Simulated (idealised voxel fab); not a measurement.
voxel ribs on slabs: a process module
Cross-section cut: width 280 nm, square cells of 5 nm.
Cross-sections here: square-cell grids, written as top-down lists of bands, a band being one or more rows of cells.
Top, bottom (nm), then materials left to right with widths (nm); lone material tagged "edge to edge" fills the whole band edge to edge; "blank" = empty space.
Counting heights begins at 0, where everything beneath is, in the wafer as received, one material. The lowest band has no bottom; it goes on downwards, as "0 down" shows.
Width: "30 to 40" (first number = top row, second number = bottom row, same change from row to row of cells).
"all unchanged" -> step changed no cross-section cell.
The label "Sealed internal cavities" introduces a list of the empty spaces, 8 cells or larger, that have no open way up to the top; each entry in it reads width x height at distance, where the distance is taken from the left edge and all three are stated in nm.
The remark found on a step's line after its settings is issued by the simulator itself and pertains to that step.
If you see "overlay nm" on a step's line and that step has a mask, it's telling you how far right of where it was planned the mask ended up; a negative number means it went left instead.

### List of planned process steps
1,RECEIVE,material Si
2,DIRECTIONAL_DEP,material SiO2,thk nm 30
3,DIRECTIONAL_DEP,material SiN,thk nm 20
4,PATTERN,tone cover,mask id RIB,material resist,width nm 15,thk nm 15,overlay nm 0
5,DIRECTIONAL_ETCH,etch materials SiN,depth nm 10
6,STRIP,etch materials resist
7,MASKED_ETCH,tone cover,mask id SLAB,width nm 45,etch materials SiN,depth nm 10,overlay nm 0
8,FILL_DEP,material SiO2,thk nm 20
9,CMP,height nm 60
10,DIRECTIONAL_DEP,material W,thk nm 5
11,MASKED_ETCH,tone cover,mask id HEATER,width nm 25,etch materials W,depth nm 5,overlay nm 0
12,CONFORMAL_DEP,material SiO2,thk nm 5

### Shown in cross-section is the wafer as received, that is, as it stands after step 1
  0 down  Si edge to edge
  Sealed internal cavities: none

### Final cross-section, module run with one mistake (start and plan as above)
  70 to 65  blank=120, SiO2=35, blank=125
  65 to 60  SiO2=125, W=25, SiO2=130
  60 to 50  SiO2=115, SiN=45, SiO2=120
  50 to 30  SiN edge to edge
  30 to 0  SiO2 edge to edge
  0 down  Si edge to edge
  Sealed internal cavities: none
Finding, execution versus plan: yeah, plan step 3 got run twice
